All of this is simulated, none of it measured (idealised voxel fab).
process module | voxel capacitor over wiring
cross-section cut | 280 nm wide | cells 5 nm
A cross-section is a grid of square cells, given in bands from the top down. A band is one or more rows of cells.
Each band's line starts with the height of the band's top and of its bottom, in nm. Then come its materials from left to right, each with its width in nm. One material with "throughout" fills the band from edge to edge. "air" is empty space.
Height 0 is the level under which the wafer as received is all one material. The lowest band goes on downwards, as in "0 down".
A width such as "30 to 40" changes by the same amount from each row of cells to the next, from the band's top row to its bottom row.
"no change" after a step means that no cell of the cross-section changed.
closed voids: empty space of 8 cells or more with no open way to the top, each as width x height at its distance from the left edge, in nm
after a step's settings: what the simulator itself notes on the step
overlay nm, on a step with a mask: how far to the right of its planned place the mask lay; to the left if negative
plan
1 op RECEIVE | material Si
2 op CONFORMAL_DEP | material SiO2 | thk nm 10
3 op CONFORMAL_DEP | material SiCN | thk nm 5
4 op DIRECTIONAL_DEP | material lowk | thk nm 25
5 op PATTERN | tone open | mask id METAL_1 | material resist | width nm 25 | pitch nm 90 | thk nm 15 | overlay nm 0
6 op DIRECTIONAL_ETCH | etch materials lowk | depth nm 25
7 op DIRECTIONAL_ETCH | etch materials SiCN | depth nm 5
8 op STRIP | etch materials resist
9 op CONFORMAL_DEP | material TiN | thk nm 5
10 op FILL_DEP | material Cu | thk nm 10
11 op CMP | height nm 35
12 op CONFORMAL_DEP | material SiCN | thk nm 5
13 op DIRECTIONAL_DEP | material SiO2 | thk nm 15
14 op DIRECTIONAL_DEP | material aC | thk nm 10
15 op PATTERN | tone open | mask id PLUG_1 | material resist | width nm 15 | thk nm 30 | overlay nm 0
16 op DIRECTIONAL_ETCH | etch materials aC | depth nm 10
17 op STRIP | etch materials resist
18 op DIRECTIONAL_ETCH | etch materials SiO2 | depth nm 15
19 op DIRECTIONAL_ETCH | etch materials SiCN | depth nm 5
20 op STRIP | etch materials aC
21 op EPI | material Ru | thk nm 10
22 op EPI | material Ru | thk nm 10
23 op DIRECTIONAL_DEP | material TiN | thk nm 10
24 op DIRECTIONAL_DEP | material HfO2 | thk nm 5
25 op DIRECTIONAL_DEP | material TiN | thk nm 10
26 op MASKED_ETCH | tone cover | mask id UPPER_PLATE | width nm 70 | etch materials TiN | depth nm 10 | overlay nm 0
27 op MASKED_ETCH | tone cover | mask id UPPER_PLATE | width nm 70 | etch materials HfO2 | depth nm 5 | overlay nm 0
28 op MASKED_ETCH | tone cover | mask id LOWER_PLATE | width nm 80 | etch materials TiN | depth nm 10 | overlay nm 0
29 op FILL_DEP | material SiO2 | thk nm 20
30 op CMP | height nm 100
31 op PATTERN | tone open | mask id PLUG_2 | material resist | width nm 15 | thk nm 20 | overlay nm 0
32 op DIRECTIONAL_ETCH | etch materials SiO2 | depth nm 15
33 op STRIP | etch materials resist
34 op CONFORMAL_DEP | material TiN | thk nm 5
35 op FILL_DEP | material Ru | thk nm 5
36 op CMP | height nm 100
37 op CONFORMAL_DEP | material SiN | thk nm 5
varied across the wafers: height nm of step 11. The plan shows the first wafer's value. All wafers start alike
first wafer as received, after step 1
  0 down: Si throughout
  closed voids: none
each wafer at the end: cells of each material gained (+) or lost (-) since it was received, then its closed voids
height nm 35 | +24 Cu | +14 HfO2 | +14 Ru | +99 SiCN | +56 SiN | +692 SiO2 | +93 TiN | +184 lowk | closed voids: none
height nm 40 | +30 Cu | +14 HfO2 | +14 Ru | +99 SiCN | +56 SiN | +636 SiO2 | +97 TiN | +230 lowk | closed voids: none
height nm 45 | +36 Cu | +14 HfO2 | +13 Ru | +99 SiCN | +56 SiN | +583 SiO2 | +145 TiN | +230 lowk | closed voids: none
height nm 50 | +92 Cu | +14 HfO2 | +12 Ru | +99 SiCN | +56 SiN | +530 SiO2 | +143 TiN | +230 lowk | closed voids: none
height nm 55 | +148 Cu | +14 HfO2 | +12 Ru | +99 SiCN | +56 SiN | +477 SiO2 | +140 TiN | +230 lowk | closed voids: none
